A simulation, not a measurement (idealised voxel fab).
process module | voxel gate over fins
cross-section cut | 155 nm wide | cells 5 nm
A cross-section is a grid of square cells, given in bands from the top down. A band is one or more rows of cells.
Each band's line starts with the height of the band's top and of its bottom, in nm. Then come its materials from left to right, each with its width in nm. One material with "throughout" fills the band from edge to edge. "air" is empty space.
Height 0 is the level under which the wafer as received is all one material. The lowest band goes on downwards, as in "0 down".
A width such as "30 to 40" changes by the same amount from each row of cells to the next, from the band's top row to its bottom row.
"no change" after a step means that no cell of the cross-section changed.
closed voids: empty space of 8 cells or more with no open way to the top, each as width x height at its distance from the left edge, in nm
after a step's settings: what the simulator itself notes on the step
overlay nm, on a step with a mask: how far to the right of its planned place the mask lay; to the left if negative
plan
1 op RECEIVE | material Si
2 op CONFORMAL_DEP | material SiN | thk nm 10
3 op MASKED_ETCH | tone cover | mask id FINS | width nm 15 | pitch nm 55 | etch materials SiN | depth nm 10 | overlay nm 0
4 op MASKED_ETCH | tone cover | mask id FINS | width nm 15 | pitch nm 55 | etch materials Si | depth nm 35 | overlay nm 0
5 op FILL_DEP | material SiO2 | thk nm 15
6 op CMP | height nm 10
7 op DIRECTIONAL_DEP | material aC | thk nm 10
8 op PATTERN | tone open | mask id RAIL | material resist | width nm 15 | thk nm 25 | overlay nm 0
9 op DIRECTIONAL_ETCH | etch materials aC | depth nm 10
10 op STRIP | etch materials resist
11 op DIRECTIONAL_ETCH | etch materials SiO2 | depth nm 40
12 op STRIP | etch materials aC
13 op CONFORMAL_DEP | material TiN | thk nm 5
14 op FILL_DEP | material Ru | thk nm 10
15 op CMP | height nm 10
16 op SELECTIVE_ETCH | etch materials W Ru TiN | depth nm 30
17 op FILL_DEP | material SiO2 | thk nm 5
18 op CMP | height nm 10
19 op SELECTIVE_ETCH | etch materials SiO2 | depth nm 25
20 op STRIP | etch materials SiN
21 op CONFORMAL_DEP | material HfO2 | thk nm 5
22 op CONFORMAL_DEP | material TiN | thk nm 5
23 op CONFORMAL_DEP | material TiAl | thk nm 5
24 op CONFORMAL_DEP | material TiN | thk nm 5
25 op FILL_DEP | material W | thk nm 10
26 op CMP | height nm 25
27 op CONFORMAL_DEP | material SiCN | thk nm 10
as received, after step 1
  0 down: Si throughout
  closed voids: none
a wafer at the end: this start, this plan, one mistake
  35 to 25: SiCN throughout
  25 to 20: W throughout
  20 to 15: TiN throughout
  15 to 10: TiAl 45 | TiN 10 | TiAl 45 | TiN 10 | TiAl 45
  10 to 5: TiAl 5 | HfO2 35 | TiAl 5 | TiN 10 | TiAl 5 | HfO2 35 | TiAl 5 | TiN 10 | TiAl 5 | HfO2 35 | TiAl 5
  5 to 0: TiAl 5 | HfO2 5 | TiN 25 | HfO2 5 | TiAl 5 | TiN 10 | TiAl 5 | HfO2 5 | TiN 25 | HfO2 5 | TiAl 5 | TiN 10 | TiAl 5 | HfO2 5 | TiN 25 | HfO2 5 | TiAl 5
  0 to -5: TiAl 5 | HfO2 5 | TiN 5 | Si 15 | TiN 5 | HfO2 5 | TiAl 20 | HfO2 5 | TiN 5 | Si 15 | TiN 5 | HfO2 5 | TiAl 20 | HfO2 5 | TiN 5 | Si 15 | TiN 5 | HfO2 5 | TiAl 5
  -5 to -10: HfO2 10 | TiN 5 | Si 15 | TiN 5 | HfO2 30 | TiN 5 | Si 15 | TiN 5 | HfO2 30 | TiN 5 | Si 15 | TiN 5 | HfO2 10
  -10 to -15: TiN 15 | Si 15 | TiN 40 | Si 15 | TiN 40 | Si 15 | TiN 15
  -15 to -20: SiO2 15 | Si 15 | SiO2 40 | Si 15 | SiO2 40 | Si 15 | SiO2 15
  -20 to -25: SiO2 15 | Si 15 | SiO2 10 | TiN 5 | Ru 5 | TiN 5 | SiO2 15 | Si 15 | SiO2 40 | Si 15 | SiO2 15
  -25 to -30: SiO2 15 | Si 15 | SiO2 10 | TiN 15 | SiO2 15 | Si 15 | SiO2 40 | Si 15 | SiO2 15
  -30 to -35: SiO2 15 | Si 15 | SiO2 40 | Si 15 | SiO2 40 | Si 15 | SiO2 15
  -35 down: Si throughout
  closed voids: none
what went wrong: steps 21 and 22 were swapped
